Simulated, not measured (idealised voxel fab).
Module name: voxel ribs on slabs (process module)
Pictured: cross-section cut, 175 nm wide, on a grid of 5 nm square cells.
Notation: cross-section as square-cell grid; stated in bands, top first, going down; one or more cell rows per band. It is stipulated that each band's entry specify, in nanometres, the height of the top of the band and then that of its bottom, followed by the materials of the band in left-to-right sequence, each together with its width in nanometres. A single material marked by the word "everywhere" is understood to fill the band from edge to edge; the word "blank" is understood to denote empty space. Height reference: 0 = level under which incoming wafer is all one material. Lowest band: no bottom, runs on downward, e.g. "0..down". A width such as "30->40" changes by the same amount from each row of cells to the next, from the band's top row to its bottom row. "stayed the same" -> step changed no cross-section cell. Reported under the label "Unvented internal voids" are the empty spaces having no open way to the top and comprising 8 cells or more; the notation for each is width x height at distance, in which the distance is measured from the left edge and all three values are in nm. The remark found on a step's line after its settings is issued by the simulator itself and pertains to that step. What "overlay nm" on a step's line means: if the step has a mask, that mask lay this far to the right of its planned place, or, when the value is negative, to the left.

These are the steps we planned for the process:
1 RECEIVE (material Si)
2 DIRECTIONAL_DEP (material SiO2; thk nm 20)
3 DIRECTIONAL_DEP (material SiN; thk nm 15)
4 DIRECTIONAL_DEP (material aC; thk nm 10)
5 PATTERN (tone cover; mask id RIB; material resist; width nm 25; thk nm 25; overlay nm 0)
6 DIRECTIONAL_ETCH (etch materials aC; depth nm 10)
7 STRIP (etch materials resist)
8 DIRECTIONAL_ETCH (etch materials SiN; depth nm 5)
9 STRIP (etch materials aC)
10 MASKED_ETCH (tone cover; mask id SLAB; width nm 85; etch materials SiN; depth nm 10; overlay nm 0)
11 FILL_DEP (material SiO2; thk nm 25)
12 CMP (height nm 50)
13 DIRECTIONAL_DEP (material W; thk nm 5)
14 DIRECTIONAL_DEP (material aC; thk nm 10)
15 PATTERN (tone cover; mask id HEATER; material resist; width nm 35; thk nm 25; overlay nm 0)
16 DIRECTIONAL_ETCH (etch materials aC; depth nm 10)
17 STRIP (etch materials resist)
18 DIRECTIONAL_ETCH (etch materials W; depth nm 5)
19 STRIP (etch materials aC)
20 CONFORMAL_DEP (material SiO2; thk nm 5)

Step 1 complete: cross-section of the wafer as received:
	0..down | Si everywhere
	Unvented internal voids: none

Looking at the first of two wafers in cross-section at end of module - ran to plan:
	60..55 | 65 of blank, 45 of SiO2, 65 of blank
	55..50 | 70 of SiO2, 35 of W, 70 of SiO2
	50..35 | SiO2 everywhere
	35..30 | 75 of SiO2, 25 of SiN, 75 of SiO2
	30..20 | 45 of SiO2, 85 of SiN, 45 of SiO2
	20..0 | SiO2 everywhere
	0..down | Si everywhere
	Unvented internal voids: none

Wafer two, sectioned after the module: the first wafer's start, the first wafer's plan, and one mistake in how it was run:
	70..65 | SiO2 everywhere
	65..55 | SiN everywhere
	55..50 | W everywhere
	50..35 | SiO2 everywhere
	35..30 | 75 of SiO2, 25 of SiN, 75 of SiO2
	30..20 | 45 of SiO2, 85 of SiN, 45 of SiO2
	20..0 | SiO2 everywhere
	0..down | Si everywhere
	Unvented internal voids: none
It is concluded that the wafer was processed incorrectly with respect to the plan, in that note that step 14 departed from the planned setting and was carried out as DIRECTIONAL_DEP (material SiN; thk nm 10)
Count the cells at the end and the second wafer has more or fewer of some materials than the first: SiN +70, SiO2 -2, W +28
